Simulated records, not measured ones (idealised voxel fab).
Process module, titled voxel plated lines
Pictured: cross-section cut, 245 nm wide, on a grid of 5 nm square cells.
Square cells in a grid make up a cross-section in this document, and the grid is given as bands, listed from the top down, each one or more rows of cells. The entry gives the band's vertical extent as a top height and a bottom height in nm, then its horizontal make-up as materials from left to right, each with a width in nm. "air" stands for empty space; a single material marked "throughout" fills the band edge to edge. Height 0 is the level under which the wafer as received is all one material. The lowest band goes on downwards, as in "0 -> down". A width given as "30->40" starts at the first number in the band's top row and ends at the second number in its bottom row, shifting by an equal amount at every step from row to row. Where a step carries "no change occurred", the cross-section came out of it unchanged, cell for cell. What "Sealed internal cavities" gives you is every empty space of 8 cells or more that is cut off from the top. Each appears as width x height at distance, with the distance taken from the left edge and width, height and distance all in nm. On a step's line, text after the settings is the simulator commenting on that step. The "overlay nm" setting may appear on a step's line; for a step that uses a mask, it gives how far to the right of its planned position the mask lay, and a negative value indicates the left.
### These are the steps we planned for the process
step 1: RECEIVE (material Si)
step 2: CONFORMAL_DEP (material SiN; thk nm 15)
step 3: DIRECTIONAL_DEP (material TiN; thk nm 5)
step 4: PATTERN (tone open; mask id LINES; material resist; width nm 20; pitch nm 45; thk nm 15; overlay nm 0)
step 5: EPI (material Ru; thk nm 10)
step 6: STRIP (etch materials resist)
step 7: DIRECTIONAL_ETCH (etch materials TiN; depth nm 5)
step 8: CONFORMAL_DEP (material SiO2; thk nm 5)
### Delivered wafer in cross-section: state after step 1
0 -> down = Si throughout
Sealed internal cavities: none
### Same starting wafer, same plan as above, one mistake in the execution; this is the cross-section at the end of the module
35 -> 30 = 35 of air  40 of SiO2  5 of air  40 of SiO2  5 of air  40 of SiO2  5 of air  40 of SiO2  35 of air
30 -> 20 = 35 of air  5 of SiO2  30 of Ru  5 of SiO2  5 of air  5 of SiO2  30 of Ru  5 of SiO2  5 of air  5 of SiO2  30 of Ru  5 of SiO2  5 of air  5 of SiO2  30 of Ru  5 of SiO2  35 of air
20 -> 15 = 40 of SiO2  30 of TiN  15 of SiO2  30 of TiN  15 of SiO2  30 of TiN  15 of SiO2  30 of TiN  40 of SiO2
15 -> 0 = SiN throughout
0 -> down = Si throughout
Sealed internal cavities: none
What was the processing mistake? step 4, actual vs plan mismatch, actual run PATTERN (tone open; mask id LINES; material resist; width nm 30; pitch nm 45; thk nm 15; overlay nm 0)
